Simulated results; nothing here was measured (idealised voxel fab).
process module | voxel self aligned contacts
cross-section cut | 290 nm wide | cells 5 nm
A cross-section is a grid of square cells, given in bands from the top down. A band is one or more rows of cells.
Each band's line starts with the height of the band's top and of its bottom, in nm. Then come its materials from left to right, each with its width in nm. One material with "throughout" fills the band from edge to edge. "air" is empty space.
Height 0 is the level under which the wafer as received is all one material. The lowest band goes on downwards, as in "0 down".
A width such as "30 to 40" changes by the same amount from each row of cells to the next, from the band's top row to its bottom row.
"no change" after a step means that no cell of the cross-section changed.
closed voids: empty space of 8 cells or more with no open way to the top, each as width x height at its distance from the left edge, in nm
after a step's settings: what the simulator itself notes on the step
overlay nm, on a step with a mask: how far to the right of its planned place the mask lay; to the left if negative
Each pair below shows a cross-section before one step and the cross-section after it, down to the lowest band that changed. The line under each pair gives the step between them, with its settings. The pairs can come from different runs of this module on the same starting wafer, so a pair continues from the pair above only where its "before" says so.
before
  0 down: Si throughout
  closed voids: none
after
  5 to 0: SiO2 throughout
  below 0: unchanged
  closed voids: none
the step between: op CONFORMAL_DEP | material SiO2 | thk nm 5
before: the cross-section after the pair above
after
  30 to 5: polySi throughout
  below 5: unchanged
  closed voids: none
the step between: op DIRECTIONAL_DEP | material polySi | thk nm 25
before: the cross-section after the pair above
after
  55 to 30: SiN throughout
  below 30: unchanged
  closed voids: none
the step between: op DIRECTIONAL_DEP | material SiN | thk nm 25
before: the cross-section after the pair above
after
  70 to 55: air 70 | resist 25 | air 35 | resist 25 | air 35 | resist 25 | air 75
  below 55: unchanged
  closed voids: none
the step between: op PATTERN | tone cover | mask id GATE | material resist | width nm 25 | pitch nm 60 | thk nm 15 | overlay nm 0
before: the cross-section after the pair above
after
  70 to 55: air 70 | resist 25 | air 35 | resist 25 | air 35 | resist 25 | air 75
  55 to 30: air 70 | SiN 25 | air 35 | SiN 25 | air 35 | SiN 25 | air 75
  below 30: unchanged
  closed voids: none
the step between: op DIRECTIONAL_ETCH | etch materials SiN | depth nm 25
before: the cross-section after the pair above
after
  70 to 55: air 70 | resist 25 | air 35 | resist 25 | air 35 | resist 25 | air 75
  55 to 30: air 70 | SiN 25 | air 35 | SiN 25 | air 35 | SiN 25 | air 75
  30 to 5: air 70 | polySi 25 | air 35 | polySi 25 | air 35 | polySi 25 | air 75
  below 5: unchanged
  closed voids: none
the step between: op DIRECTIONAL_ETCH | etch materials polySi | depth nm 25
before: the cross-section after the pair above
after
  55 to 30: air 70 | SiN 25 | air 35 | SiN 25 | air 35 | SiN 25 | air 75
  below 30: unchanged
  closed voids: none
the step between: op STRIP | etch materials resist
before: the cross-section after the pair above
after
  65 to 30: air 60 | SiN 45 | air 15 | SiN 45 | air 15 | SiN 45 | air 65
  30 to 15: air 60 | SiN 10 | polySi 25 | SiN 10 | air 15 | SiN 10 | polySi 25 | SiN 10 | air 15 | SiN 10 | polySi 25 | SiN 10 | air 65
  15 to 5: SiN 70 | polySi 25 | SiN 35 | polySi 25 | SiN 35 | polySi 25 | SiN 75
  below 5: unchanged
  closed voids: none
the step between: op CONFORMAL_DEP | material SiN | thk nm 10
before: the cross-section after the pair above
after
  55 to 30: air 60 | SiN 45 | air 15 | SiN 45 | air 15 | SiN 45 | air 65
  30 to 5: air 60 | SiN 10 | polySi 25 | SiN 10 | air 15 | SiN 10 | polySi 25 | SiN 10 | air 15 | SiN 10 | polySi 25 | SiN 10 | air 65
  below 5: unchanged
  closed voids: none
the step between: op DIRECTIONAL_ETCH | etch materials SiN | depth nm 10
before: the cross-section after the pair above
after
  70 to 55: SiO2 throughout
  55 to 30: SiO2 60 | SiN 45 | SiO2 15 | SiN 45 | SiO2 15 | SiN 45 | SiO2 65
  30 to 5: SiO2 60 | SiN 10 | polySi 25 | SiN 10 | SiO2 15 | SiN 10 | polySi 25 | SiN 10 | SiO2 15 | SiN 10 | polySi 25 | SiN 10 | SiO2 65
  below 5: unchanged
  closed voids: none
the step between: op FILL_DEP | material SiO2 | thk nm 15
before: the cross-section after the pair above
after
  65 to 55: SiO2 throughout
  below 55: unchanged
  closed voids: none
the step between: op CMP | height nm 65
before: the cross-section after the pair above
after
  75 to 65: aC throughout
  below 65: unchanged
  closed voids: none
the step between: op DIRECTIONAL_DEP | material aC | thk nm 10
before: the cross-section after the pair above
after
  105 to 75: resist 90 | air 45 | resist 15 | air 45 | resist 95
  below 75: unchanged
  closed voids: none
the step between: op PATTERN | tone open | mask id CONTACT | material resist | width nm 45 | pitch nm 60 | thk nm 30 | overlay nm 0
before: the cross-section after the pair above
after
  95 to 75: resist 90 | air 45 | resist 15 | air 45 | resist 95
  75 to 65: aC 90 | air 45 | aC 15 | air 45 | aC 95
  below 65: unchanged
  closed voids: none
the step between: op DIRECTIONAL_ETCH | etch materials aC | depth nm 10
before: the cross-section after the pair above
after
  75 to 65: aC 90 | air 45 | aC 15 | air 45 | aC 95
  below 65: unchanged
  closed voids: none
the step between: op STRIP | etch materials resist
before: the cross-section after the pair above
after
  75 to 65: aC 90 | air 45 | aC 15 | air 45 | aC 95
  65 to 55: SiO2 90 | air 45 | SiO2 15 | air 45 | SiO2 95
  55 to 30: SiO2 60 | SiN 45 | air 15 | SiN 45 | air 15 | SiN 45 | SiO2 65
  30 to 5: SiO2 60 | SiN 10 | polySi 25 | SiN 10 | air 15 | SiN 10 | polySi 25 | SiN 10 | air 15 | SiN 10 | polySi 25 | SiN 10 | SiO2 65
  5 to 0: SiO2 105 | air 15 | SiO2 45 | air 15 | SiO2 110
  below 0: unchanged
  closed voids: none
the step between: op DIRECTIONAL_ETCH | etch materials SiO2 | depth nm 65
before: the cross-section after the pair above
after
  65 to 55: SiO2 90 | air 45 | SiO2 15 | air 45 | SiO2 95
  below 55: unchanged
  closed voids: none
the step between: op STRIP | etch materials aC
before: the cross-section after the pair above
after
  70 to 65: TiN 95 | air 35 | TiN 25 | air 35 | TiN 100
  65 to 55: SiO2 90 | TiN 5 to 20 | air 35 to 5 | TiN 5 to 20 | SiO2 15 | TiN 5 to 20 | air 35 to 5 | TiN 5 to 20 | SiO2 95
  55 to 30: SiO2 60 | SiN 45 | TiN 5 | air 5 | TiN 5 | SiN 45 | TiN 5 | air 5 | TiN 5 | SiN 45 | SiO2 65
  30 to 5: SiO2 60 | SiN 10 | polySi 25 | SiN 10 | TiN 5 | air 5 | TiN 5 | SiN 10 | polySi 25 | SiN 10 | TiN 5 | air 5 | TiN 5 | SiN 10 | polySi 25 | SiN 10 | SiO2 65
  5 to 0: SiO2 105 | TiN 15 | SiO2 45 | TiN 15 | SiO2 110
  below 0: unchanged
  closed voids: none
the step between: op CONFORMAL_DEP | material TiN | thk nm 5
before: the cross-section after the pair above
after
  80 to 70: W throughout
  70 to 65: TiN 95 | W 35 | TiN 25 | W 35 | TiN 100
  65 to 55: SiO2 90 | TiN 5 to 20 | W 35 to 5 | TiN 5 to 20 | SiO2 15 | TiN 5 to 20 | W 35 to 5 | TiN 5 to 20 | SiO2 95
  55 to 30: SiO2 60 | SiN 45 | TiN 5 | W 5 | TiN 5 | SiN 45 | TiN 5 | W 5 | TiN 5 | SiN 45 | SiO2 65
  30 to 5: SiO2 60 | SiN 10 | polySi 25 | SiN 10 | TiN 5 | W 5 | TiN 5 | SiN 10 | polySi 25 | SiN 10 | TiN 5 | W 5 | TiN 5 | SiN 10 | polySi 25 | SiN 10 | SiO2 65
  below 5: unchanged
  closed voids: none
the step between: op FILL_DEP | material W | thk nm 10
before: the cross-section after the pair above
after
  65 to 55: SiO2 90 | TiN 5 to 20 | W 35 to 5 | TiN 5 to 20 | SiO2 15 | TiN 5 to 20 | W 35 to 5 | TiN 5 to 20 | SiO2 95
  below 55: unchanged
  closed voids: none
the step between: op CMP | height nm 65
before: the cross-section after the pair above
after
  70 to 65: SiCN throughout
  below 65: unchanged
  closed voids: none
the step between: op CONFORMAL_DEP | material SiCN | thk nm 5
before
  80 to 70: W throughout
  70 to 65: TiN 95 | W 35 | TiN 25 | W 35 | TiN 100
  65 to 55: SiO2 90 | TiN 5 to 20 | W 35 to 5 | TiN 5 to 20 | SiO2 15 | TiN 5 to 20 | W 35 to 5 | TiN 5 to 20 | SiO2 95
  55 to 30: SiO2 60 | SiN 45 | TiN 5 | W 5 | TiN 5 | SiN 45 | TiN 5 | W 5 | TiN 5 | SiN 45 | SiO2 65
  30 to 5: SiO2 60 | SiN 10 | polySi 25 | SiN 10 | TiN 5 | W 5 | TiN 5 | SiN 10 | polySi 25 | SiN 10 | TiN 5 | W 5 | TiN 5 | SiN 10 | polySi 25 | SiN 10 | SiO2 65
  5 to 0: SiO2 105 | TiN 15 | SiO2 45 | TiN 15 | SiO2 110
  0 down: Si throughout
  closed voids: none
after
  85 to 80: SiCN throughout
  below 80: unchanged
  closed voids: none
the step between: op CONFORMAL_DEP | material SiCN | thk nm 5
before
  30 to 5: polySi throughout
  5 to 0: SiO2 throughout
  0 down: Si throughout
  closed voids: none
after
  55 to 5: polySi throughout
  below 5: unchanged
  closed voids: none
the step between: op DIRECTIONAL_DEP | material polySi | thk nm 25
before: the cross-section after the pair above
after
  80 to 55: SiN throughout
  below 55: unchanged
  closed voids: none
the step between: op DIRECTIONAL_DEP | material SiN | thk nm 25
before: the cross-section after the pair above
after
  95 to 80: air 70 | resist 25 | air 35 | resist 25 | air 35 | resist 25 | air 75
  below 80: unchanged
  closed voids: none
the step between: op PATTERN | tone cover | mask id GATE | material resist | width nm 25 | pitch nm 60 | thk nm 15 | overlay nm 0
before: the cross-section after the pair above
after
  95 to 80: air 70 | resist 25 | air 35 | resist 25 | air 35 | resist 25 | air 75
  80 to 55: air 70 | SiN 25 | air 35 | SiN 25 | air 35 | SiN 25 | air 75
  below 55: unchanged
  closed voids: none
the step between: op DIRECTIONAL_ETCH | etch materials SiN | depth nm 25
before: the cross-section after the pair above
after
  95 to 80: air 70 | resist 25 | air 35 | resist 25 | air 35 | resist 25 | air 75
  80 to 55: air 70 | SiN 25 | air 35 | SiN 25 | air 35 | SiN 25 | air 75
  55 to 30: air 70 | polySi 25 | air 35 | polySi 25 | air 35 | polySi 25 | air 75
  below 30: unchanged
  closed voids: none
the step between: op DIRECTIONAL_ETCH | etch materials polySi | depth nm 25
before: the cross-section after the pair above
after
  80 to 55: air 70 | SiN 25 | air 35 | SiN 25 | air 35 | SiN 25 | air 75
  below 55: unchanged
  closed voids: none
the step between: op STRIP | etch materials resist
before: the cross-section after the pair above
after
  90 to 55: air 60 | SiN 45 | air 15 | SiN 45 | air 15 | SiN 45 | air 65
  55 to 40: air 60 | SiN 10 | polySi 25 | SiN 10 | air 15 | SiN 10 | polySi 25 | SiN 10 | air 15 | SiN 10 | polySi 25 | SiN 10 | air 65
  40 to 30: SiN 70 | polySi 25 | SiN 35 | polySi 25 | SiN 35 | polySi 25 | SiN 75
  below 30: unchanged
  closed voids: none
the step between: op CONFORMAL_DEP | material SiN | thk nm 10
before: the cross-section after the pair above
after
  80 to 55: air 60 | SiN 45 | air 15 | SiN 45 | air 15 | SiN 45 | air 65
  55 to 30: air 60 | SiN 10 | polySi 25 | SiN 10 | air 15 | SiN 10 | polySi 25 | SiN 10 | air 15 | SiN 10 | polySi 25 | SiN 10 | air 65
  below 30: unchanged
  closed voids: none
the step between: op DIRECTIONAL_ETCH | etch materials SiN | depth nm 10
before: the cross-section after the pair above
after
  95 to 80: SiO2 throughout
  80 to 55: SiO2 60 | SiN 45 | SiO2 15 | SiN 45 | SiO2 15 | SiN 45 | SiO2 65
  55 to 30: SiO2 60 | SiN 10 | polySi 25 | SiN 10 | SiO2 15 | SiN 10 | polySi 25 | SiN 10 | SiO2 15 | SiN 10 | polySi 25 | SiN 10 | SiO2 65
  below 30: unchanged
  closed voids: none
the step between: op FILL_DEP | material SiO2 | thk nm 15
before: the cross-section after the pair above
after
  65 to 55: SiO2 60 | SiN 45 | SiO2 15 | SiN 45 | SiO2 15 | SiN 45 | SiO2 65
  below 55: unchanged
  closed voids: none
the step between: op CMP | height nm 65
before: the cross-section after the pair above
after
  75 to 65: aC throughout
  below 65: unchanged
  closed voids: none
the step between: op DIRECTIONAL_DEP | material aC | thk nm 10
before: the cross-section after the pair above
after
  105 to 75: resist 90 | air 45 | resist 15 | air 45 | resist 95
  below 75: unchanged
  closed voids: none
the step between: op PATTERN | tone open | mask id CONTACT | material resist | width nm 45 | pitch nm 60 | thk nm 30 | overlay nm 0
before: the cross-section after the pair above
after
  95 to 75: resist 90 | air 45 | resist 15 | air 45 | resist 95
  75 to 65: aC 90 | air 45 | aC 15 | air 45 | aC 95
  below 65: unchanged
  closed voids: none
the step between: op DIRECTIONAL_ETCH | etch materials aC | depth nm 10
before: the cross-section after the pair above
after
  75 to 65: aC 90 | air 45 | aC 15 | air 45 | aC 95
  below 65: unchanged
  closed voids: none
the step between: op STRIP | etch materials resist
before: the cross-section after the pair above
after
  75 to 65: aC 90 | air 45 | aC 15 | air 45 | aC 95
  65 to 55: SiO2 60 | SiN 45 | air 15 | SiN 45 | air 15 | SiN 45 | SiO2 65
  55 to 30: SiO2 60 | SiN 10 | polySi 25 | SiN 10 | air 15 | SiN 10 | polySi 25 | SiN 10 | air 15 | SiN 10 | polySi 25 | SiN 10 | SiO2 65
  below 30: unchanged
  closed voids: none
the step between: op DIRECTIONAL_ETCH | etch materials SiO2 | depth nm 65
before: the cross-section after the pair above
after
  65 to 55: SiO2 60 | SiN 45 | air 15 | SiN 45 | air 15 | SiN 45 | SiO2 65
  below 55: unchanged
  closed voids: none
the step between: op STRIP | etch materials aC
before: the cross-section after the pair above
after
  70 to 65: TiN 110 | air 5 | TiN 55 | air 5 | TiN 115
  65 to 55: SiO2 60 | SiN 45 | TiN 5 | air 5 | TiN 5 | SiN 45 | TiN 5 | air 5 | TiN 5 | SiN 45 | SiO2 65
  55 to 35: SiO2 60 | SiN 10 | polySi 25 | SiN 10 | TiN 5 | air 5 | TiN 5 | SiN 10 | polySi 25 | SiN 10 | TiN 5 | air 5 | TiN 5 | SiN 10 | polySi 25 | SiN 10 | SiO2 65
  35 to 30: SiO2 60 | SiN 10 | polySi 25 | SiN 10 | TiN 15 | SiN 10 | polySi 25 | SiN 10 | TiN 15 | SiN 10 | polySi 25 | SiN 10 | SiO2 65
  below 30: unchanged
  closed voids: none
the step between: op CONFORMAL_DEP | material TiN | thk nm 5
before: the cross-section after the pair above
after
  80 to 70: W throughout
  70 to 65: TiN 110 | W 5 | TiN 55 | W 5 | TiN 115
  65 to 55: SiO2 60 | SiN 45 | TiN 5 | W 5 | TiN 5 | SiN 45 | TiN 5 | W 5 | TiN 5 | SiN 45 | SiO2 65
  55 to 35: SiO2 60 | SiN 10 | polySi 25 | SiN 10 | TiN 5 | W 5 | TiN 5 | SiN 10 | polySi 25 | SiN 10 | TiN 5 | W 5 | TiN 5 | SiN 10 | polySi 25 | SiN 10 | SiO2 65
  below 35: unchanged
  closed voids: none
the step between: op FILL_DEP | material W | thk nm 10
before: the cross-section after the pair above
after
  65 to 55: SiO2 60 | SiN 45 | TiN 5 | W 5 | TiN 5 | SiN 45 | TiN 5 | W 5 | TiN 5 | SiN 45 | SiO2 65
  below 55: unchanged
  closed voids: none
the step between: op CMP | height nm 65
before: the cross-section after the pair above
after
  70 to 65: SiCN throughout
  below 65: unchanged
  closed voids: none
the step between: op CONFORMAL_DEP | material SiCN | thk nm 5
before
  55 to 30: air 70 | SiN 25 | air 35 | SiN 25 | air 35 | SiN 25 | air 75
  30 to 5: air 70 | polySi 25 | air 35 | polySi 25 | air 35 | polySi 25 | air 75
  5 to 0: SiO2 throughout
  0 down: Si throughout
  closed voids: none
after
  45 to 30: air 70 | SiN 25 | air 35 | SiN 25 | air 35 | SiN 25 | air 75
  below 30: unchanged
  closed voids: none
the step between: op DIRECTIONAL_ETCH | etch materials SiN | depth nm 10
before: the cross-section after the pair above
after
  55 to 30: air 60 | SiN 45 | air 15 | SiN 45 | air 15 | SiN 45 | air 65
  30 to 15: air 60 | SiN 10 | polySi 25 | SiN 10 | air 15 | SiN 10 | polySi 25 | SiN 10 | air 15 | SiN 10 | polySi 25 | SiN 10 | air 65
  15 to 5: SiN 70 | polySi 25 | SiN 35 | polySi 25 | SiN 35 | polySi 25 | SiN 75
  below 5: unchanged
  closed voids: none
the step between: op CONFORMAL_DEP | material SiN | thk nm 10
before: the cross-section after the pair above
after
  70 to 55: SiO2 throughout
  55 to 30: SiO2 60 | SiN 45 | SiO2 15 | SiN 45 | SiO2 15 | SiN 45 | SiO2 65
  30 to 15: SiO2 60 | SiN 10 | polySi 25 | SiN 10 | SiO2 15 | SiN 10 | polySi 25 | SiN 10 | SiO2 15 | SiN 10 | polySi 25 | SiN 10 | SiO2 65
  below 15: unchanged
  closed voids: none
the step between: op FILL_DEP | material SiO2 | thk nm 15
before: the cross-section after the pair above
after
  65 to 55: SiO2 throughout
  below 55: unchanged
  closed voids: none
the step between: op CMP | height nm 65
before: the cross-section after the pair above
after
  75 to 65: aC throughout
  below 65: unchanged
  closed voids: none
the step between: op DIRECTIONAL_DEP | material aC | thk nm 10
before: the cross-section after the pair above
after
  105 to 75: resist 90 | air 45 | resist 15 | air 45 | resist 95
  below 75: unchanged
  closed voids: none
the step between: op PATTERN | tone open | mask id CONTACT | material resist | width nm 45 | pitch nm 60 | thk nm 30 | overlay nm 0
before: the cross-section after the pair above
after
  95 to 75: resist 90 | air 45 | resist 15 | air 45 | resist 95
  75 to 65: aC 90 | air 45 | aC 15 | air 45 | aC 95
  below 65: unchanged
  closed voids: none
the step between: op DIRECTIONAL_ETCH | etch materials aC | depth nm 10
before: the cross-section after the pair above
after
  75 to 65: aC 90 | air 45 | aC 15 | air 45 | aC 95
  below 65: unchanged
  closed voids: none
the step between: op STRIP | etch materials resist
before: the cross-section after the pair above
after
  75 to 65: aC 90 | air 45 | aC 15 | air 45 | aC 95
  65 to 55: SiO2 90 | air 45 | SiO2 15 | air 45 | SiO2 95
  55 to 30: SiO2 60 | SiN 45 | air 15 | SiN 45 | air 15 | SiN 45 | SiO2 65
  30 to 15: SiO2 60 | SiN 10 | polySi 25 | SiN 10 | air 15 | SiN 10 | polySi 25 | SiN 10 | air 15 | SiN 10 | polySi 25 | SiN 10 | SiO2 65
  below 15: unchanged
  closed voids: none
the step between: op DIRECTIONAL_ETCH | etch materials SiO2 | depth nm 65
before: the cross-section after the pair above
after
  65 to 55: SiO2 90 | air 45 | SiO2 15 | air 45 | SiO2 95
  below 55: unchanged
  closed voids: none
the step between: op STRIP | etch materials aC
before: the cross-section after the pair above
after
  70 to 65: TiN 95 | air 35 | TiN 25 | air 35 | TiN 100
  65 to 55: SiO2 90 | TiN 5 to 20 | air 35 to 5 | TiN 5 to 20 | SiO2 15 | TiN 5 to 20 | air 35 to 5 | TiN 5 to 20 | SiO2 95
  55 to 30: SiO2 60 | SiN 45 | TiN 5 | air 5 | TiN 5 | SiN 45 | TiN 5 | air 5 | TiN 5 | SiN 45 | SiO2 65
  30 to 20: SiO2 60 | SiN 10 | polySi 25 | SiN 10 | TiN 5 | air 5 | TiN 5 | SiN 10 | polySi 25 | SiN 10 | TiN 5 | air 5 | TiN 5 | SiN 10 | polySi 25 | SiN 10 | SiO2 65
  20 to 15: SiO2 60 | SiN 10 | polySi 25 | SiN 10 | TiN 15 | SiN 10 | polySi 25 | SiN 10 | TiN 15 | SiN 10 | polySi 25 | SiN 10 | SiO2 65
  below 15: unchanged
  closed voids: none
the step between: op CONFORMAL_DEP | material TiN | thk nm 5
before: the cross-section after the pair above
after
  80 to 70: W throughout
  70 to 65: TiN 95 | W 35 | TiN 25 | W 35 | TiN 100
  65 to 55: SiO2 90 | TiN 5 to 20 | W 35 to 5 | TiN 5 to 20 | SiO2 15 | TiN 5 to 20 | W 35 to 5 | TiN 5 to 20 | SiO2 95
  55 to 30: SiO2 60 | SiN 45 | TiN 5 | W 5 | TiN 5 | SiN 45 | TiN 5 | W 5 | TiN 5 | SiN 45 | SiO2 65
  30 to 20: SiO2 60 | SiN 10 | polySi 25 | SiN 10 | TiN 5 | W 5 | TiN 5 | SiN 10 | polySi 25 | SiN 10 | TiN 5 | W 5 | TiN 5 | SiN 10 | polySi 25 | SiN 10 | SiO2 65
  below 20: unchanged
  closed voids: none
the step between: op FILL_DEP | material W | thk nm 10
before: the cross-section after the pair above
after
  65 to 55: SiO2 90 | TiN 5 to 20 | W 35 to 5 | TiN 5 to 20 | SiO2 15 | TiN 5 to 20 | W 35 to 5 | TiN 5 to 20 | SiO2 95
  below 55: unchanged
  closed voids: none
the step between: op CMP | height nm 65
before: the cross-section after the pair above
after
  70 to 65: SiCN throughout
  below 65: unchanged
  closed voids: none
the step between: op CONFORMAL_DEP | material SiCN | thk nm 5
before
  80 to 70: W throughout
  70 to 65: TiN 95 | W 35 | TiN 25 | W 35 | TiN 100
  65 to 55: SiO2 90 | TiN 5 to 20 | W 35 to 5 | TiN 5 to 20 | SiO2 15 | TiN 5 to 20 | W 35 to 5 | TiN 5 to 20 | SiO2 95
  55 to 30: SiO2 60 | SiN 45 | TiN 5 | W 5 | TiN 5 | SiN 45 | TiN 5 | W 5 | TiN 5 | SiN 45 | SiO2 65
  30 to 5: SiO2 60 | SiN 10 | polySi 25 | SiN 10 | TiN 5 | W 5 | TiN 5 | SiN 10 | polySi 25 | SiN 10 | TiN 5 | W 5 | TiN 5 | SiN 10 | polySi 25 | SiN 10 | SiO2 65
  5 to 0: SiO2 105 | TiN 15 | SiO2 45 | TiN 15 | SiO2 110
  0 down: Si throughout
  closed voids: none
after
  75 to 70: W throughout
  below 70: unchanged
  closed voids: none
the step between: op CMP | height nm 75
before: the cross-section after the pair above
after
  80 to 75: SiCN throughout
  below 75: unchanged
  closed voids: none
the step between: op CONFORMAL_DEP | material SiCN | thk nm 5
before
  55 to 30: SiN throughout
  30 to 5: polySi throughout
  5 to 0: SiO2 throughout
  0 down: Si throughout
  closed voids: none
after
  70 to 55: air 65 | resist 35 | air 25 | resist 35 | air 25 | resist 35 | air 70
  below 55: unchanged
  closed voids: none
the step between: op PATTERN | tone cover | mask id GATE | material resist | width nm 35 | pitch nm 60 | thk nm 15 | overlay nm 0
before: the cross-section after the pair above
after
  70 to 55: air 65 | resist 35 | air 25 | resist 35 | air 25 | resist 35 | air 70
  55 to 30: air 65 | SiN 35 | air 25 | SiN 35 | air 25 | SiN 35 | air 70
  below 30: unchanged
  closed voids: none
the step between: op DIRECTIONAL_ETCH | etch materials SiN | depth nm 25
before: the cross-section after the pair above
after
  70 to 55: air 65 | resist 35 | air 25 | resist 35 | air 25 | resist 35 | air 70
  55 to 30: air 65 | SiN 35 | air 25 | SiN 35 | air 25 | SiN 35 | air 70
  30 to 5: air 65 | polySi 35 | air 25 | polySi 35 | air 25 | polySi 35 | air 70
  below 5: unchanged
  closed voids: none
the step between: op DIRECTIONAL_ETCH | etch materials polySi | depth nm 25
before: the cross-section after the pair above
after
  55 to 30: air 65 | SiN 35 | air 25 | SiN 35 | air 25 | SiN 35 | air 70
  below 30: unchanged
  closed voids: none
the step between: op STRIP | etch materials resist
before: the cross-section after the pair above
after
  65 to 30: air 55 | SiN 55 | air 5 | SiN 55 | air 5 | SiN 55 | air 60
  30 to 15: air 55 | SiN 10 | polySi 35 | SiN 10 | air 5 | SiN 10 | polySi 35 | SiN 10 | air 5 | SiN 10 | polySi 35 | SiN 10 | air 60
  15 to 5: SiN 65 | polySi 35 | SiN 25 | polySi 35 | SiN 25 | polySi 35 | SiN 70
  below 5: unchanged
  closed voids: none
the step between: op CONFORMAL_DEP | material SiN | thk nm 10
before: the cross-section after the pair above
after
  55 to 30: air 55 | SiN 55 | air 5 | SiN 55 | air 5 | SiN 55 | air 60
  30 to 5: air 55 | SiN 10 | polySi 35 | SiN 10 | air 5 | SiN 10 | polySi 35 | SiN 10 | air 5 | SiN 10 | polySi 35 | SiN 10 | air 60
  below 5: unchanged
  closed voids: none
the step between: op DIRECTIONAL_ETCH | etch materials SiN | depth nm 10
before: the cross-section after the pair above
after
  70 to 55: SiO2 throughout
  55 to 30: SiO2 55 | SiN 55 | SiO2 5 | SiN 55 | SiO2 5 | SiN 55 | SiO2 60
  30 to 5: SiO2 55 | SiN 10 | polySi 35 | SiN 10 | SiO2 5 | SiN 10 | polySi 35 | SiN 10 | SiO2 5 | SiN 10 | polySi 35 | SiN 10 | SiO2 60
  below 5: unchanged
  closed voids: none
the step between: op FILL_DEP | material SiO2 | thk nm 15
before: the cross-section after the pair above
after
  65 to 55: SiO2 throughout
  below 55: unchanged
  closed voids: none
the step between: op CMP | height nm 65
before: the cross-section after the pair above
after
  75 to 65: aC throughout
  below 65: unchanged
  closed voids: none
the step between: op DIRECTIONAL_DEP | material aC | thk nm 10
before: the cross-section after the pair above
after
  105 to 75: resist 90 | air 45 | resist 15 | air 45 | resist 95
  below 75: unchanged
  closed voids: none
the step between: op PATTERN | tone open | mask id CONTACT | material resist | width nm 45 | pitch nm 60 | thk nm 30 | overlay nm 0
before: the cross-section after the pair above
after
  95 to 75: resist 90 | air 45 | resist 15 | air 45 | resist 95
  75 to 65: aC 90 | air 45 | aC 15 | air 45 | aC 95
  below 65: unchanged
  closed voids: none
the step between: op DIRECTIONAL_ETCH | etch materials aC | depth nm 10
before: the cross-section after the pair above
after
  75 to 65: aC 90 | air 45 | aC 15 | air 45 | aC 95
  below 65: unchanged
  closed voids: none
the step between: op STRIP | etch materials resist
before: the cross-section after the pair above
after
  75 to 65: aC 90 | air 45 | aC 15 | air 45 | aC 95
  65 to 55: SiO2 90 | air 45 | SiO2 15 | air 45 | SiO2 95
  55 to 30: SiO2 55 | SiN 55 | air 5 | SiN 55 | air 5 | SiN 55 | SiO2 60
  30 to 5: SiO2 55 | SiN 10 | polySi 35 | SiN 10 | air 5 | SiN 10 | polySi 35 | SiN 10 | air 5 | SiN 10 | polySi 35 | SiN 10 | SiO2 60
  5 to 0: SiO2 110 | air 5 | SiO2 55 | air 5 | SiO2 115
  below 0: unchanged
  closed voids: none
the step between: op DIRECTIONAL_ETCH | etch materials SiO2 | depth nm 65
before: the cross-section after the pair above
after
  65 to 55: SiO2 90 | air 45 | SiO2 15 | air 45 | SiO2 95
  below 55: unchanged
  closed voids: none
the step between: op STRIP | etch materials aC
before: the cross-section after the pair above
after
  70 to 65: TiN 95 | air 35 | TiN 25 | air 35 | TiN 100
  65 to 60: SiO2 90 | TiN 5 | air 35 | TiN 5 | SiO2 15 | TiN 5 | air 35 | TiN 5 | SiO2 95
  60 to 55: SiO2 90 | TiN 45 | SiO2 15 | TiN 45 | SiO2 95
  55 to 30: SiO2 55 | SiN 55 | TiN 5 | SiN 55 | TiN 5 | SiN 55 | SiO2 60
  30 to 5: SiO2 55 | SiN 10 | polySi 35 | SiN 10 | TiN 5 | SiN 10 | polySi 35 | SiN 10 | TiN 5 | SiN 10 | polySi 35 | SiN 10 | SiO2 60
  5 to 0: SiO2 110 | TiN 5 | SiO2 55 | TiN 5 | SiO2 115
  below 0: unchanged
  closed voids: none
the step between: op CONFORMAL_DEP | material TiN | thk nm 5
before: the cross-section after the pair above
after
  80 to 70: W throughout
  70 to 65: TiN 95 | W 35 | TiN 25 | W 35 | TiN 100
  65 to 60: SiO2 90 | TiN 5 | W 35 | TiN 5 | SiO2 15 | TiN 5 | W 35 | TiN 5 | SiO2 95
  below 60: unchanged
  closed voids: none
the step between: op FILL_DEP | material W | thk nm 10
before: the cross-section after the pair above
after
  65 to 60: SiO2 90 | TiN 5 | W 35 | TiN 5 | SiO2 15 | TiN 5 | W 35 | TiN 5 | SiO2 95
  below 60: unchanged
  closed voids: none
the step between: op CMP | height nm 65
before: the cross-section after the pair above
after
  70 to 65: SiCN throughout
  below 65: unchanged
  closed voids: none
the step between: op CONFORMAL_DEP | material SiCN | thk nm 5
before
  75 to 65: aC throughout
  65 to 55: SiO2 throughout
  55 to 30: SiO2 60 | SiN 45 | SiO2 15 | SiN 45 | SiO2 15 | SiN 45 | SiO2 65
  30 to 5: SiO2 60 | SiN 10 | polySi 25 | SiN 10 | SiO2 15 | SiN 10 | polySi 25 | SiN 10 | SiO2 15 | SiN 10 | polySi 25 | SiN 10 | SiO2 65
  5 to 0: SiO2 throughout
  0 down: Si throughout
  closed voids: none
after
  105 to 75: resist 100 | air 45 | resist 15 | air 45 | resist 85
  below 75: unchanged
  closed voids: none
the step between: op PATTERN | tone open | mask id CONTACT | material resist | width nm 45 | pitch nm 60 | thk nm 30 | overlay nm 10
before: the cross-section after the pair above
after
  95 to 75: resist 100 | air 45 | resist 15 | air 45 | resist 85
  75 to 65: aC 100 | air 45 | aC 15 | air 45 | aC 85
  below 65: unchanged
  closed voids: none
the step between: op DIRECTIONAL_ETCH | etch materials aC | depth nm 10
before: the cross-section after the pair above
after
  75 to 65: aC 100 | air 45 | aC 15 | air 45 | aC 85
  below 65: unchanged
  closed voids: none
the step between: op STRIP | etch materials resist
before: the cross-section after the pair above
after
  75 to 65: aC 100 | air 45 | aC 15 | air 45 | aC 85
  65 to 55: SiO2 100 | air 45 | SiO2 15 | air 45 | SiO2 85
  55 to 30: SiO2 60 | SiN 45 | air 15 | SiN 45 | air 15 | SiN 45 | SiO2 65
  30 to 5: SiO2 60 | SiN 10 | polySi 25 | SiN 10 | air 15 | SiN 10 | polySi 25 | SiN 10 | air 15 | SiN 10 | polySi 25 | SiN 10 | SiO2 65
  5 to 0: SiO2 105 | air 15 | SiO2 45 | air 15 | SiO2 110
  below 0: unchanged
  closed voids: none
the step between: op DIRECTIONAL_ETCH | etch materials SiO2 | depth nm 65
before: the cross-section after the pair above
after
  65 to 55: SiO2 100 | air 45 | SiO2 15 | air 45 | SiO2 85
  below 55: unchanged
  closed voids: none
the step between: op STRIP | etch materials aC
